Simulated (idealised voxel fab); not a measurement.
process module | voxel trench capacitor
cross-section cut | 165 nm wide | cells 5 nm
A cross-section is a grid of square cells, given in bands from the top down. A band is one or more rows of cells.
Each band's line starts with the height of the band's top and of its bottom, in nm. Then come its materials from left to right, each with its width in nm. One material with "throughout" fills the band from edge to edge. "air" is empty space.
Height 0 is the level under which the wafer as received is all one material. The lowest band goes on downwards, as in "0 down".
A width such as "30 to 40" changes by the same amount from each row of cells to the next, from the band's top row to its bottom row.
"no change" after a step means that no cell of the cross-section changed.
closed voids: empty space of 8 cells or more with no open way to the top, each as width x height at its distance from the left edge, in nm
after a step's settings: what the simulator itself notes on the step
overlay nm, on a step with a mask: how far to the right of its planned place the mask lay; to the left if negative
plan
1 op RECEIVE | material Si
2 op CONFORMAL_DEP | material SiN | thk nm 10
3 op DIRECTIONAL_DEP | material aC | thk nm 5
4 op PATTERN | tone open | mask id TRENCH | material resist | width nm 25 | pitch nm 50 | thk nm 30 | overlay nm 0
5 op DIRECTIONAL_ETCH | etch materials aC | depth nm 10
6 op STRIP | etch materials resist
7 op DIRECTIONAL_ETCH | etch materials SiN | depth nm 10
8 op DIRECTIONAL_ETCH | etch materials Si | depth nm 30
9 op STRIP | etch materials aC
10 op CONFORMAL_DEP | material HfO2 | thk nm 5
11 op CONFORMAL_DEP | material TiN | thk nm 5
12 op FILL_DEP | material W | thk nm 5
13 op CMP | height nm 10
varied across the wafers: thk nm of step 3. The plan shows the first wafer's value. All wafers start alike
first wafer as received, after step 1
  0 down: Si throughout
  closed voids: none
each wafer at the end: cells of each material gained (+) or lost (-) since it was received, then its closed voids
thk nm 5 | +38 HfO2 | -60 Si | +46 SiN | +30 TiN | +12 W | closed voids: none
thk nm 10 | +38 HfO2 | -60 Si | +46 SiN | +30 TiN | +12 W | closed voids: none
thk nm 15 | +66 SiN | closed voids: none
thk nm 20 | +66 SiN | closed voids: none
thk nm 25 | +66 SiN | closed voids: none
